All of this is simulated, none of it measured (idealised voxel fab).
process module | voxel transistor to metal
cross-section cut | 190 nm wide | cells 5 nm
A cross-section is a grid of square cells, given in bands from the top down. A band is one or more rows of cells.
Each band's line starts with the height of the band's top and of its bottom, in nm. Then come its materials from left to right, each with its width in nm. One material with "throughout" fills the band from edge to edge. "air" is empty space.
Height 0 is the level under which the wafer as received is all one material. The lowest band goes on downwards, as in "0 down".
A width such as "30 to 40" changes by the same amount from each row of cells to the next, from the band's top row to its bottom row.
"no change" after a step means that no cell of the cross-section changed.
closed voids: empty space of 8 cells or more with no open way to the top, each as width x height at its distance from the left edge, in nm
after a step's settings: what the simulator itself notes on the step
overlay nm, on a step with a mask: how far to the right of its planned place the mask lay; to the left if negative
plan
1 op RECEIVE | material Si
2 op CONFORMAL_DEP | material SiO2 | thk nm 5
3 op CONFORMAL_DEP | material SiN | thk nm 15
4 op MASKED_ETCH | tone cover | mask id ACTIVE | width nm 115 | etch materials SiN | depth nm 15 | overlay nm 0
5 op MASKED_ETCH | tone cover | mask id ACTIVE | width nm 115 | etch materials SiO2 | depth nm 5 | overlay nm 0
6 op MASKED_ETCH | tone cover | mask id ACTIVE | width nm 115 | etch materials Si | depth nm 30 | overlay nm 0
7 op OXIDIZE | depth nm 5
8 op FILL_DEP | material SiO2 | thk nm 10
9 op CMP | height nm 20
10 op SELECTIVE_ETCH | etch materials SiO2 | depth nm 15
11 op STRIP | etch materials SiN
12 op SELECTIVE_ETCH | etch materials SiO2 | depth nm 5
13 op OXIDIZE | depth nm 5
14 op DIRECTIONAL_DEP | material polySi | thk nm 25
15 op DIRECTIONAL_DEP | material SiCN | thk nm 10
16 op PATTERN | tone cover | mask id GATE | material resist | width nm 25 | thk nm 20 | overlay nm 0
17 op DIRECTIONAL_ETCH | etch materials SiCN | depth nm 20
18 op DIRECTIONAL_ETCH | etch materials polySi | depth nm 35
19 op STRIP | etch materials resist
20 op CONFORMAL_DEP | material SiO2 | thk nm 5
21 op DIRECTIONAL_ETCH | etch materials SiO2 | depth nm 5
22 op CONFORMAL_DEP | material SiN | thk nm 5
23 op DIRECTIONAL_ETCH | etch materials SiN | depth nm 5
24 op DIRECTIONAL_ETCH | etch materials SiO2 | depth nm 5
25 op EPI | material pSi | thk nm 5
26 op FILL_DEP | material SiO2 | thk nm 10
27 op CMP | height nm 35
28 op DIRECTIONAL_DEP | material SiO2 | thk nm 10
29 op MASKED_ETCH | tone open | mask id CONTACT | width nm 15 | pitch nm 80 | etch materials SiO2 | depth nm 45 | overlay nm 0
30 op CONFORMAL_DEP | material TiN | thk nm 5
31 op FILL_DEP | material Ru | thk nm 5
32 op CMP | height nm 45
33 op DIRECTIONAL_DEP | material TiN | thk nm 5
34 op DIRECTIONAL_DEP | material W | thk nm 25
35 op MASKED_ETCH | tone cover | mask id METAL_1 | width nm 15 | pitch nm 80 | etch materials W | depth nm 25 | overlay nm 0
36 op MASKED_ETCH | tone cover | mask id METAL_1 | width nm 15 | pitch nm 80 | etch materials TiN | depth nm 5 | overlay nm 0
37 op CONFORMAL_DEP | material SiCN | thk nm 5
38 op FILL_DEP | material SiO2 | thk nm 5
39 op CMP | height nm 75
40 op CONFORMAL_DEP | material SiN | thk nm 5
first wafer, as planned
as received, after step 1
  0 down: Si throughout
  closed voids: none
after step 2
  5 to 0: SiO2 throughout
  below 0: unchanged
after step 3
  20 to 5: SiN throughout
  below 5: unchanged
after step 4
  20 to 5: air 35 | SiN 115 | air 40
  below 5: unchanged
after step 5
  20 to 5: air 35 | SiN 115 | air 40
  5 to 0: air 35 | SiO2 115 | air 40
  below 0: unchanged
after step 6
  20 to 5: air 35 | SiN 115 | air 40
  5 to 0: air 35 | SiO2 115 | air 40
  0 to -30: air 35 | Si 115 | air 40
  below -30: unchanged
after step 7
  20 to 5: air 35 | SiN 115 | air 40
  5 to 0: air 35 | SiO2 115 | air 40
  0 to -30: air 35 | SiO2 5 | Si 105 | SiO2 5 | air 40
  -30 to -35: SiO2 40 | Si 105 | SiO2 45
  below -35: unchanged
after step 8
  30 to 20: SiO2 throughout
  20 to 5: SiO2 35 | SiN 115 | SiO2 40
  5 to 0: SiO2 throughout
  0 to -35: SiO2 40 | Si 105 | SiO2 45
  below -35: unchanged
after step 9
  20 to 5: SiO2 35 | SiN 115 | SiO2 40
  below 5: unchanged
after step 10
  20 to 5: air 35 | SiN 115 | air 40
  below 5: unchanged
after step 11
  5 to 0: SiO2 throughout
  below 0: unchanged
after step 12
  0 to -35: SiO2 40 | Si 105 | SiO2 45
  below -35: unchanged
after step 13
  0 to -5: SiO2 throughout
  below -5: unchanged
after step 14
  25 to 0: polySi throughout
  below 0: unchanged
after step 15
  35 to 25: SiCN throughout
  below 25: unchanged
after step 16
  55 to 35: air 80 | resist 25 | air 85
  below 35: unchanged
after step 17
  55 to 35: air 80 | resist 25 | air 85
  35 to 25: air 80 | SiCN 25 | air 85
  below 25: unchanged
after step 18
  55 to 35: air 80 | resist 25 | air 85
  35 to 25: air 80 | SiCN 25 | air 85
  25 to 0: air 80 | polySi 25 | air 85
  below 0: unchanged
after step 19
  35 to 25: air 80 | SiCN 25 | air 85
  below 25: unchanged
after step 20
  40 to 35: air 75 | SiO2 35 | air 80
  35 to 25: air 75 | SiO2 5 | SiCN 25 | SiO2 5 | air 80
  25 to 5: air 75 | SiO2 5 | polySi 25 | SiO2 5 | air 80
  5 to 0: SiO2 80 | polySi 25 | SiO2 85
  below 0: unchanged
after step 21
  35 to 25: air 75 | SiO2 5 | SiCN 25 | SiO2 5 | air 80
  25 to 0: air 75 | SiO2 5 | polySi 25 | SiO2 5 | air 80
  below 0: unchanged
after step 22
  40 to 35: air 70 | SiN 45 | air 75
  35 to 25: air 70 | SiN 5 | SiO2 5 | SiCN 25 | SiO2 5 | SiN 5 | air 75
  25 to 5: air 70 | SiN 5 | SiO2 5 | polySi 25 | SiO2 5 | SiN 5 | air 75
  5 to 0: SiN 75 | SiO2 5 | polySi 25 | SiO2 5 | SiN 80
  below 0: unchanged
after step 23
  35 to 25: air 70 | SiN 5 | SiO2 5 | SiCN 25 | SiO2 5 | SiN 5 | air 75
  25 to 0: air 70 | SiN 5 | SiO2 5 | polySi 25 | SiO2 5 | SiN 5 | air 75
  below 0: unchanged
after step 24
  35 to 30: air 70 | SiN 5 | air 5 | SiCN 25 | air 5 | SiN 5 | air 75
  30 to 25: air 70 | SiN 5 | SiO2 5 | SiCN 25 | SiO2 5 | SiN 5 | air 75
  25 to 0: air 70 | SiN 5 | SiO2 5 | polySi 25 | SiO2 5 | SiN 5 | air 75
  0 to -5: air 70 | SiO2 45 | air 75
  below -5: unchanged
after step 25
  35 to 30: air 70 | SiN 5 | air 5 | SiCN 25 | air 5 | SiN 5 | air 75
  30 to 25: air 70 | SiN 5 | SiO2 5 | SiCN 25 | SiO2 5 | SiN 5 | air 75
  25 to 0: air 70 | SiN 5 | SiO2 5 | polySi 25 | SiO2 5 | SiN 5 | air 75
  0 to -5: air 35 | pSi 35 | SiO2 45 | pSi 35 | air 40
  below -5: unchanged
after step 26
  45 to 35: SiO2 throughout
  35 to 25: SiO2 70 | SiN 5 | SiO2 5 | SiCN 25 | SiO2 5 | SiN 5 | SiO2 75
  25 to 0: SiO2 70 | SiN 5 | SiO2 5 | polySi 25 | SiO2 5 | SiN 5 | SiO2 75
  0 to -5: SiO2 35 | pSi 35 | SiO2 45 | pSi 35 | SiO2 40
  below -5: unchanged
after step 27
  35 to 25: SiO2 70 | SiN 5 | SiO2 5 | SiCN 25 | SiO2 5 | SiN 5 | SiO2 75
  below 25: unchanged
after step 28
  45 to 35: SiO2 throughout
  below 35: unchanged
after step 29
  45 to 35: SiO2 45 | air 15 | SiO2 65 | air 15 | SiO2 50
  35 to 25: SiO2 45 | air 15 | SiO2 10 | SiN 5 | SiO2 5 | SiCN 25 | SiO2 5 | SiN 5 | SiO2 10 | air 15 | SiO2 50
  25 to 0: SiO2 45 | air 15 | SiO2 10 | SiN 5 | SiO2 5 | polySi 25 | SiO2 5 | SiN 5 | SiO2 10 | air 15 | SiO2 50
  below 0: unchanged
after step 30
  50 to 45: TiN 50 | air 5 | TiN 75 | air 5 | TiN 55
  45 to 35: SiO2 45 | TiN 5 | air 5 | TiN 5 | SiO2 65 | TiN 5 | air 5 | TiN 5 | SiO2 50
  35 to 25: SiO2 45 | TiN 5 | air 5 | TiN 5 | SiO2 10 | SiN 5 | SiO2 5 | SiCN 25 | SiO2 5 | SiN 5 | SiO2 10 | TiN 5 | air 5 | TiN 5 | SiO2 50
  25 to 5: SiO2 45 | TiN 5 | air 5 | TiN 5 | SiO2 10 | SiN 5 | SiO2 5 | polySi 25 | SiO2 5 | SiN 5 | SiO2 10 | TiN 5 | air 5 | TiN 5 | SiO2 50
  5 to 0: SiO2 45 | TiN 15 | SiO2 10 | SiN 5 | SiO2 5 | polySi 25 | SiO2 5 | SiN 5 | SiO2 10 | TiN 15 | SiO2 50
  below 0: unchanged
after step 31
  55 to 50: Ru throughout
  50 to 45: TiN 50 | Ru 5 | TiN 75 | Ru 5 | TiN 55
  45 to 35: SiO2 45 | TiN 5 | Ru 5 | TiN 5 | SiO2 65 | TiN 5 | Ru 5 | TiN 5 | SiO2 50
  35 to 25: SiO2 45 | TiN 5 | Ru 5 | TiN 5 | SiO2 10 | SiN 5 | SiO2 5 | SiCN 25 | SiO2 5 | SiN 5 | SiO2 10 | TiN 5 | Ru 5 | TiN 5 | SiO2 50
  25 to 5: SiO2 45 | TiN 5 | Ru 5 | TiN 5 | SiO2 10 | SiN 5 | SiO2 5 | polySi 25 | SiO2 5 | SiN 5 | SiO2 10 | TiN 5 | Ru 5 | TiN 5 | SiO2 50
  below 5: unchanged
after step 32
  45 to 35: SiO2 45 | TiN 5 | Ru 5 | TiN 5 | SiO2 65 | TiN 5 | Ru 5 | TiN 5 | SiO2 50
  below 35: unchanged
after step 33
  50 to 45: TiN throughout
  below 45: unchanged
after step 34
  75 to 50: W throughout
  below 50: unchanged
after step 35
  75 to 50: air 45 | W 15 | air 65 | W 15 | air 50
  below 50: unchanged
after step 36
  75 to 50: air 45 | W 15 | air 65 | W 15 | air 50
  50 to 45: air 45 | TiN 15 | air 65 | TiN 15 | air 50
  below 45: unchanged
after step 37
  80 to 75: air 40 | SiCN 25 | air 55 | SiCN 25 | air 45
  75 to 50: air 40 | SiCN 5 | W 15 | SiCN 5 | air 55 | SiCN 5 | W 15 | SiCN 5 | air 45
  50 to 45: SiCN 45 | TiN 15 | SiCN 65 | TiN 15 | SiCN 50
  below 45: unchanged
after step 38
  85 to 80: SiO2 throughout
  80 to 75: SiO2 40 | SiCN 25 | SiO2 55 | SiCN 25 | SiO2 45
  75 to 50: SiO2 40 | SiCN 5 | W 15 | SiCN 5 | SiO2 55 | SiCN 5 | W 15 | SiCN 5 | SiO2 45
  below 50: unchanged
after step 39
  75 to 50: SiO2 40 | SiCN 5 | W 15 | SiCN 5 | SiO2 55 | SiCN 5 | W 15 | SiCN 5 | SiO2 45
  below 50: unchanged
after step 40
  80 to 75: SiN throughout
  below 75: unchanged
second wafer: like start, like plan, one mistake. Through step 1 it matches the first wafer
when step 2 should have ended: no change
when step 3 should have ended
  15 to 0: SiN throughout
  below 0: unchanged
when step 4 should have ended
  15 to 0: air 35 | SiN 115 | air 40
  below 0: unchanged
when step 5 should have ended: no change
when step 6 should have ended
  15 to 0: air 35 | SiN 115 | air 40
  0 to -30: air 35 | Si 115 | air 40
  below -30: unchanged
when step 7 should have ended
  15 to 0: air 35 | SiN 115 | air 40
  0 to -30: air 35 | SiO2 5 | Si 105 | SiO2 5 | air 40
  -30 to -35: SiO2 40 | Si 105 | SiO2 45
  below -35: unchanged
when step 8 should have ended
  25 to 15: SiO2 throughout
  15 to 0: SiO2 35 | SiN 115 | SiO2 40
  0 to -35: SiO2 40 | Si 105 | SiO2 45
  below -35: unchanged
when step 9 should have ended
  20 to 15: SiO2 throughout
  below 15: unchanged
when step 10 should have ended
  15 to 5: air 35 | SiN 115 | air 40
  below 5: unchanged
when step 11 should have ended
  5 to 0: SiO2 35 | air 115 | SiO2 40
  below 0: unchanged
when step 12 should have ended
  0 to -5: SiO2 30 | air 10 | Si 105 | air 10 | SiO2 35
  below -5: unchanged
when step 13 should have ended
  0 to -5: SiO2 30 | air 10 | SiO2 105 | air 10 | SiO2 35
  -5 to -10: SiO2 45 | Si 95 | SiO2 50
  below -10: unchanged
when step 14 should have ended
  25 to 20: polySi 30 | air 10 | polySi 105 | air 10 | polySi 35
  20 to 0: polySi throughout
  0 to -5: SiO2 30 | polySi 10 | SiO2 105 | polySi 10 | SiO2 35
  below -5: unchanged
when step 15 should have ended
  35 to 30: SiCN 30 | air 10 | SiCN 105 | air 10 | SiCN 35
  30 to 25: SiCN throughout
  25 to 20: polySi 30 | SiCN 10 | polySi 105 | SiCN 10 | polySi 35
  below 20: unchanged
when step 16 should have ended
  55 to 35: air 80 | resist 25 | air 85
  below 35: unchanged
when step 17 should have ended
  55 to 35: air 80 | resist 25 | air 85
  35 to 25: air 80 | SiCN 25 | air 85
  25 to 20: polySi 30 | air 10 | polySi 105 | air 10 | polySi 35
  below 20: unchanged
when step 18 should have ended
  55 to 35: air 80 | resist 25 | air 85
  35 to 25: air 80 | SiCN 25 | air 85
  25 to 0: air 80 | polySi 25 | air 85
  0 to -5: SiO2 30 | air 10 | SiO2 105 | air 10 | SiO2 35
  below -5: unchanged
when step 19 should have ended
  35 to 25: air 80 | SiCN 25 | air 85
  below 25: unchanged
when step 20 should have ended
  40 to 35: air 75 | SiO2 35 | air 80
  35 to 25: air 75 | SiO2 5 | SiCN 25 | SiO2 5 | air 80
  25 to 5: air 75 | SiO2 5 | polySi 25 | SiO2 5 | air 80
  5 to 0: SiO2 80 | polySi 25 | SiO2 85
  0 to -5: SiO2 throughout
  below -5: unchanged
when step 21 should have ended
  35 to 25: air 75 | SiO2 5 | SiCN 25 | SiO2 5 | air 80
  25 to 0: air 75 | SiO2 5 | polySi 25 | SiO2 5 | air 80
  below 0: unchanged
when step 22 should have ended
  40 to 35: air 70 | SiN 45 | air 75
  35 to 25: air 70 | SiN 5 | SiO2 5 | SiCN 25 | SiO2 5 | SiN 5 | air 75
  25 to 5: air 70 | SiN 5 | SiO2 5 | polySi 25 | SiO2 5 | SiN 5 | air 75
  5 to 0: SiN 75 | SiO2 5 | polySi 25 | SiO2 5 | SiN 80
  below 0: unchanged
when step 23 should have ended
  35 to 25: air 70 | SiN 5 | SiO2 5 | SiCN 25 | SiO2 5 | SiN 5 | air 75
  25 to 0: air 70 | SiN 5 | SiO2 5 | polySi 25 | SiO2 5 | SiN 5 | air 75
  below 0: unchanged
when step 24 should have ended
  35 to 30: air 70 | SiN 5 | air 5 | SiCN 25 | air 5 | SiN 5 | air 75
  30 to 25: air 70 | SiN 5 | SiO2 5 | SiCN 25 | SiO2 5 | SiN 5 | air 75
  25 to 0: air 70 | SiN 5 | SiO2 5 | polySi 25 | SiO2 5 | SiN 5 | air 75
  0 to -5: air 70 | SiO2 45 | air 75
  below -5: unchanged
when step 25 should have ended
  35 to 30: air 70 | SiN 5 | air 5 | SiCN 25 | air 5 | SiN 5 | air 75
  30 to 25: air 70 | SiN 5 | SiO2 5 | SiCN 25 | SiO2 5 | SiN 5 | air 75
  25 to 0: air 70 | SiN 5 | SiO2 5 | polySi 25 | SiO2 5 | SiN 5 | air 75
  0 to -5: air 40 | pSi 30 | SiO2 45 | pSi 30 | air 45
  below -5: unchanged
when step 26 should have ended
  45 to 35: SiO2 throughout
  35 to 25: SiO2 70 | SiN 5 | SiO2 5 | SiCN 25 | SiO2 5 | SiN 5 | SiO2 75
  25 to 0: SiO2 70 | SiN 5 | SiO2 5 | polySi 25 | SiO2 5 | SiN 5 | SiO2 75
  0 to -5: SiO2 40 | pSi 30 | SiO2 45 | pSi 30 | SiO2 45
  below -5: unchanged
when step 27 should have ended
  35 to 25: SiO2 70 | SiN 5 | SiO2 5 | SiCN 25 | SiO2 5 | SiN 5 | SiO2 75
  below 25: unchanged
when step 28 should have ended
  45 to 35: SiO2 throughout
  below 35: unchanged
when step 29 should have ended
  45 to 35: SiO2 45 | air 15 | SiO2 65 | air 15 | SiO2 50
  35 to 25: SiO2 45 | air 15 | SiO2 10 | SiN 5 | SiO2 5 | SiCN 25 | SiO2 5 | SiN 5 | SiO2 10 | air 15 | SiO2 50
  25 to 0: SiO2 45 | air 15 | SiO2 10 | SiN 5 | SiO2 5 | polySi 25 | SiO2 5 | SiN 5 | SiO2 10 | air 15 | SiO2 50
  below 0: unchanged
when step 30 should have ended
  50 to 45: TiN 50 | air 5 | TiN 75 | air 5 | TiN 55
  45 to 35: SiO2 45 | TiN 5 | air 5 | TiN 5 | SiO2 65 | TiN 5 | air 5 | TiN 5 | SiO2 50
  35 to 25: SiO2 45 | TiN 5 | air 5 | TiN 5 | SiO2 10 | SiN 5 | SiO2 5 | SiCN 25 | SiO2 5 | SiN 5 | SiO2 10 | TiN 5 | air 5 | TiN 5 | SiO2 50
  25 to 5: SiO2 45 | TiN 5 | air 5 | TiN 5 | SiO2 10 | SiN 5 | SiO2 5 | polySi 25 | SiO2 5 | SiN 5 | SiO2 10 | TiN 5 | air 5 | TiN 5 | SiO2 50
  5 to 0: SiO2 45 | TiN 15 | SiO2 10 | SiN 5 | SiO2 5 | polySi 25 | SiO2 5 | SiN 5 | SiO2 10 | TiN 15 | SiO2 50
  below 0: unchanged
when step 31 should have ended
  55 to 50: Ru throughout
  50 to 45: TiN 50 | Ru 5 | TiN 75 | Ru 5 | TiN 55
  45 to 35: SiO2 45 | TiN 5 | Ru 5 | TiN 5 | SiO2 65 | TiN 5 | Ru 5 | TiN 5 | SiO2 50
  35 to 25: SiO2 45 | TiN 5 | Ru 5 | TiN 5 | SiO2 10 | SiN 5 | SiO2 5 | SiCN 25 | SiO2 5 | SiN 5 | SiO2 10 | TiN 5 | Ru 5 | TiN 5 | SiO2 50
  25 to 5: SiO2 45 | TiN 5 | Ru 5 | TiN 5 | SiO2 10 | SiN 5 | SiO2 5 | polySi 25 | SiO2 5 | SiN 5 | SiO2 10 | TiN 5 | Ru 5 | TiN 5 | SiO2 50
  below 5: unchanged
when step 32 should have ended
  45 to 35: SiO2 45 | TiN 5 | Ru 5 | TiN 5 | SiO2 65 | TiN 5 | Ru 5 | TiN 5 | SiO2 50
  below 35: unchanged
when step 33 should have ended
  50 to 45: TiN throughout
  below 45: unchanged
when step 34 should have ended
  75 to 50: W throughout
  below 50: unchanged
when step 35 should have ended
  75 to 50: air 45 | W 15 | air 65 | W 15 | air 50
  below 50: unchanged
when step 36 should have ended
  75 to 50: air 45 | W 15 | air 65 | W 15 | air 50
  50 to 45: air 45 | TiN 15 | air 65 | TiN 15 | air 50
  below 45: unchanged
when step 37 should have ended
  80 to 75: air 40 | SiCN 25 | air 55 | SiCN 25 | air 45
  75 to 50: air 40 | SiCN 5 | W 15 | SiCN 5 | air 55 | SiCN 5 | W 15 | SiCN 5 | air 45
  50 to 45: SiCN 45 | TiN 15 | SiCN 65 | TiN 15 | SiCN 50
  below 45: unchanged
when step 38 should have ended
  85 to 80: SiO2 throughout
  80 to 75: SiO2 40 | SiCN 25 | SiO2 55 | SiCN 25 | SiO2 45
  75 to 50: SiO2 40 | SiCN 5 | W 15 | SiCN 5 | SiO2 55 | SiCN 5 | W 15 | SiCN 5 | SiO2 45
  below 50: unchanged
when step 39 should have ended
  75 to 50: SiO2 40 | SiCN 5 | W 15 | SiCN 5 | SiO2 55 | SiCN 5 | W 15 | SiCN 5 | SiO2 45
  below 50: unchanged
when step 40 should have ended
  80 to 75: SiN throughout
  below 75: unchanged
what went wrong: step 2 was left out
at the end the second wafer has, in cells: 2 fewer of Si | 4 more of SiO2 | 2 fewer of pSi
